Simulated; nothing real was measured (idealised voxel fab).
Process module in this document: voxel air gaps
Section shown: cut. Width: 235 nm. Cell size: 5 nm, square.
Cross-section layout: square cells on a grid; listed as bands, top to bottom; a band spans one or more cell rows. Basically the band line says how high the top is and how high the bottom is, in nm, and then what's in it from left to right, every material with its width in nm. Empty space shows up as "empty", and if a single material carries "throughout" it runs the full band edge to edge. Measure heights from 0. That's the level where, below it, the as-received wafer is all one material. The lowest band is bottomless and extends downward; write it as in "0 down". You'd read "30->40" like this: the band's top row of cells is as wide as the first number, its bottom row is as wide as the second, and going down, every row changes width by the same amount as the row before did. "nothing got changed" means the step left every cell of the cross-section as it was. Under "Closed empty spaces" you'll find the enclosed gaps, the ones with no way out to the top, that are 8 cells or bigger; each reads width x height at distance, with distance counted from the left edge, everything in nm. Formally, on a step line, whatever follows the settings is a remark that the simulator itself makes on the step. When a step includes a mask, the "overlay nm" setting on its line states how far to the right of its planned place that mask lay, and negative values state how far to the left.

The steps planned for the process are as follows:
1) RECEIVE (material Si)
2) CONFORMAL_DEP (material SiO2; thk nm 10)
3) CONFORMAL_DEP (material SiN; thk nm 5)
4) DIRECTIONAL_DEP (material SiO2; thk nm 40)
5) MASKED_ETCH (tone open; mask id LINES; width nm 25; pitch nm 55; etch materials SiO2; depth nm 40; overlay nm 0)
6) CONFORMAL_DEP (material TiN; thk nm 5)
7) FILL_DEP (material Ru; thk nm 5)
8) CMP (height nm 55)
9) EPI (material Ru; thk nm 10)
10) SELECTIVE_ETCH (etch materials SiO2; depth nm 50)
11) CONFORMAL_DEP (material SiCN; thk nm 5)

On the first of the two wafers: run conducted according to plan:

Cross-section, incoming material, after step 1:
  0 down | Si throughout
  Closed empty spaces: none

Cross-sectional representation of the wafer at the conclusion of step 2:
  10 to 0 | SiO2 throughout
  Beneath the level 0, the cross-section is identical to its previous state.

Cross-sectional representation of the wafer at the conclusion of step 3:
  15 to 10 | SiN throughout
  Beneath the level 10, the cross-section is identical to its previous state.

Cross-sectional representation of the wafer at the conclusion of step 4:
  55 to 15 | SiO2 throughout
  Beneath the level 15, the cross-section is identical to its previous state.

Cross-sectional representation of the wafer at the conclusion of step 5:
  55 to 15 | 20 SiO2, then 25 empty, then 30 SiO2, then 25 empty, then 30 SiO2, then 25 empty, then 30 SiO2, then 25 empty, then 25 SiO2
  Beneath the level 15, the cross-section is identical to its previous state.

Cross-sectional representation of the wafer at the conclusion of step 6:
  60 to 55 | 25 TiN, then 15 empty, then 40 TiN, then 15 empty, then 40 TiN, then 15 empty, then 40 TiN, then 15 empty, then 30 TiN
  55 to 20 | 20 SiO2, then 5 TiN, then 15 empty, then 5 TiN, then 30 SiO2, then 5 TiN, then 15 empty, then 5 TiN, then 30 SiO2, then 5 TiN, then 15 empty, then 5 TiN, then 30 SiO2, then 5 TiN, then 15 empty, then 5 TiN, then 25 SiO2
  20 to 15 | 20 SiO2, then 25 TiN, then 30 SiO2, then 25 TiN, then 30 SiO2, then 25 TiN, then 30 SiO2, then 25 TiN, then 25 SiO2
  Beneath the level 15, the cross-section is identical to its previous state.

Cross-sectional representation of the wafer at the conclusion of step 7:
  65 to 60 | Ru throughout
  60 to 55 | 25 TiN, then 15 Ru, then 40 TiN, then 15 Ru, then 40 TiN, then 15 Ru, then 40 TiN, then 15 Ru, then 30 TiN
  55 to 20 | 20 SiO2, then 5 TiN, then 15 Ru, then 5 TiN, then 30 SiO2, then 5 TiN, then 15 Ru, then 5 TiN, then 30 SiO2, then 5 TiN, then 15 Ru, then 5 TiN, then 30 SiO2, then 5 TiN, then 15 Ru, then 5 TiN, then 25 SiO2
  Beneath the level 20, the cross-section is identical to its previous state.

Cross-sectional representation of the wafer at the conclusion of step 8:
  55 to 20 | 20 SiO2, then 5 TiN, then 15 Ru, then 5 TiN, then 30 SiO2, then 5 TiN, then 15 Ru, then 5 TiN, then 30 SiO2, then 5 TiN, then 15 Ru, then 5 TiN, then 30 SiO2, then 5 TiN, then 15 Ru, then 5 TiN, then 25 SiO2
  Beneath the level 20, the cross-section is identical to its previous state.

Cross-sectional representation of the wafer at the conclusion of step 9:
  65 to 55 | 10 empty, then 45 Ru, then 10 empty, then 45 Ru, then 10 empty, then 45 Ru, then 10 empty, then 45 Ru, then 15 empty
  Beneath the level 55, the cross-section is identical to its previous state.

Cross-sectional representation of the wafer at the conclusion of step 10:
  65 to 55 | 10 empty, then 45 Ru, then 10 empty, then 45 Ru, then 10 empty, then 45 Ru, then 10 empty, then 45 Ru, then 15 empty
  55 to 20 | 20 empty, then 5 TiN, then 15 Ru, then 5 TiN, then 30 empty, then 5 TiN, then 15 Ru, then 5 TiN, then 30 empty, then 5 TiN, then 15 Ru, then 5 TiN, then 30 empty, then 5 TiN, then 15 Ru, then 5 TiN, then 25 empty
  20 to 15 | 20 empty, then 25 TiN, then 30 empty, then 25 TiN, then 30 empty, then 25 TiN, then 30 empty, then 25 TiN, then 25 empty
  Beneath the level 15, the cross-section is identical to its previous state.

Cross-sectional representation of the wafer at the conclusion of step 11:
  70 to 65 | 5 empty, then 220 SiCN, then 10 empty
  65 to 55 | 5 empty, then 5 SiCN, then 45 Ru, then 10 SiCN, then 45 Ru, then 10 SiCN, then 45 Ru, then 10 SiCN, then 45 Ru, then 5 SiCN, then 10 empty
  55 to 50 | 5 empty, then 15 SiCN, then 5 TiN, then 15 Ru, then 5 TiN, then 30 SiCN, then 5 TiN, then 15 Ru, then 5 TiN, then 30 SiCN, then 5 TiN, then 15 Ru, then 5 TiN, then 30 SiCN, then 5 TiN, then 15 Ru, then 5 TiN, then 15 SiCN, then 10 empty
  50 to 20 | 15 empty, then 5 SiCN, then 5 TiN, then 15 Ru, then 5 TiN, then 5 SiCN, then 20 empty, then 5 SiCN, then 5 TiN, then 15 Ru, then 5 TiN, then 5 SiCN, then 20 empty, then 5 SiCN, then 5 TiN, then 15 Ru, then 5 TiN, then 5 SiCN, then 20 empty, then 5 SiCN, then 5 TiN, then 15 Ru, then 5 TiN, then 5 SiCN, then 20 empty
  20 to 15 | 20 SiCN, then 25 TiN, then 30 SiCN, then 25 TiN, then 30 SiCN, then 25 TiN, then 30 SiCN, then 25 TiN, then 25 SiCN
  Beneath the level 15, the cross-section is identical to its previous state.
  Closed empty spaces: 20 x 30 at 50; 20 x 30 at 105; 20 x 30 at 160

The second wafer: identical to the first at the outset and in its planned sequence, differing only in that one mistake was made during processing; up to and including step 4, its path is the first wafer's path:

Planned end of step 5: second wafer, cross-section:
  55 to 15 | 25 SiO2, then 15 empty, then 40 SiO2, then 15 empty, then 40 SiO2, then 15 empty, then 40 SiO2, then 15 empty, then 30 SiO2
  Beneath the level 15, the cross-section is identical to its previous state.

Planned end of step 6: second wafer, cross-section:
  60 to 55 | 30 TiN, then 5 empty, then 50 TiN, then 5 empty, then 50 TiN, then 5 empty, then 50 TiN, then 5 empty, then 35 TiN
  55 to 20 | 25 SiO2, then 5 TiN, then 5 empty, then 5 TiN, then 40 SiO2, then 5 TiN, then 5 empty, then 5 TiN, then 40 SiO2, then 5 TiN, then 5 empty, then 5 TiN, then 40 SiO2, then 5 TiN, then 5 empty, then 5 TiN, then 30 SiO2
  20 to 15 | 25 SiO2, then 15 TiN, then 40 SiO2, then 15 TiN, then 40 SiO2, then 15 TiN, then 40 SiO2, then 15 TiN, then 30 SiO2
  Beneath the level 15, the cross-section is identical to its previous state.

Planned end of step 7: second wafer, cross-section:
  65 to 60 | Ru throughout
  60 to 55 | 30 TiN, then 5 Ru, then 50 TiN, then 5 Ru, then 50 TiN, then 5 Ru, then 50 TiN, then 5 Ru, then 35 TiN
  55 to 20 | 25 SiO2, then 5 TiN, then 5 Ru, then 5 TiN, then 40 SiO2, then 5 TiN, then 5 Ru, then 5 TiN, then 40 SiO2, then 5 TiN, then 5 Ru, then 5 TiN, then 40 SiO2, then 5 TiN, then 5 Ru, then 5 TiN, then 30 SiO2
  Beneath the level 20, the cross-section is identical to its previous state.

Planned end of step 8: second wafer, cross-section:
  55 to 20 | 25 SiO2, then 5 TiN, then 5 Ru, then 5 TiN, then 40 SiO2, then 5 TiN, then 5 Ru, then 5 TiN, then 40 SiO2, then 5 TiN, then 5 Ru, then 5 TiN, then 40 SiO2, then 5 TiN, then 5 Ru, then 5 TiN, then 30 SiO2
  Beneath the level 20, the cross-section is identical to its previous state.

Planned end of step 9: second wafer, cross-section:
  65 to 55 | 15 empty, then 35 Ru, then 20 empty, then 35 Ru, then 20 empty, then 35 Ru, then 20 empty, then 35 Ru, then 20 empty
  Beneath the level 55, the cross-section is identical to its previous state.

Planned end of step 10: second wafer, cross-section:
  65 to 55 | 15 empty, then 35 Ru, then 20 empty, then 35 Ru, then 20 empty, then 35 Ru, then 20 empty, then 35 Ru, then 20 empty
  55 to 20 | 25 empty, then 5 TiN, then 5 Ru, then 5 TiN, then 40 empty, then 5 TiN, then 5 Ru, then 5 TiN, then 40 empty, then 5 TiN, then 5 Ru, then 5 TiN, then 40 empty, then 5 TiN, then 5 Ru, then 5 TiN, then 30 empty
  20 to 15 | 25 empty, then 15 TiN, then 40 empty, then 15 TiN, then 40 empty, then 15 TiN, then 40 empty, then 15 TiN, then 30 empty
  Beneath the level 15, the cross-section is identical to its previous state.

Planned end of step 11: second wafer, cross-section:
  70 to 65 | 10 empty, then 45 SiCN, then 10 empty, then 45 SiCN, then 10 empty, then 45 SiCN, then 10 empty, then 45 SiCN, then 15 empty
  65 to 55 | 10 empty, then 5 SiCN, then 35 Ru, then 5 SiCN, then 10 empty, then 5 SiCN, then 35 Ru, then 5 SiCN, then 10 empty, then 5 SiCN, then 35 Ru, then 5 SiCN, then 10 empty, then 5 SiCN, then 35 Ru, then 5 SiCN, then 15 empty
  55 to 50 | 10 empty, then 15 SiCN, then 5 TiN, then 5 Ru, then 5 TiN, then 15 SiCN, then 10 empty, then 15 SiCN, then 5 TiN, then 5 Ru, then 5 TiN, then 15 SiCN, then 10 empty, then 15 SiCN, then 5 TiN, then 5 Ru, then 5 TiN, then 15 SiCN, then 10 empty, then 15 SiCN, then 5 TiN, then 5 Ru, then 5 TiN, then 15 SiCN, then 15 empty
  50 to 20 | 20 empty, then 5 SiCN, then 5 TiN, then 5 Ru, then 5 TiN, then 5 SiCN, then 30 empty, then 5 SiCN, then 5 TiN, then 5 Ru, then 5 TiN, then 5 SiCN, then 30 empty, then 5 SiCN, then 5 TiN, then 5 Ru, then 5 TiN, then 5 SiCN, then 30 empty, then 5 SiCN, then 5 TiN, then 5 Ru, then 5 TiN, then 5 SiCN, then 25 empty
  20 to 15 | 25 SiCN, then 15 TiN, then 40 SiCN, then 15 TiN, then 40 SiCN, then 15 TiN, then 40 SiCN, then 15 TiN, then 30 SiCN
  Beneath the level 15, the cross-section is identical to its previous state.
Heads up, the wafer didn't run the way we planned it: step 5 went in with a setting other than planned; the actual run was MASKED_ETCH (tone open; mask id LINES; width nm 15; pitch nm 55; etch materials SiO2; depth nm 40; overlay nm 0)
Heads up, by the end the second wafer has more or fewer cells of some materials compared to the first: 72 fewer of Ru, 8 fewer of TiN
At process end, closed voids number 3 in the first wafer and 0 in the second wafer.
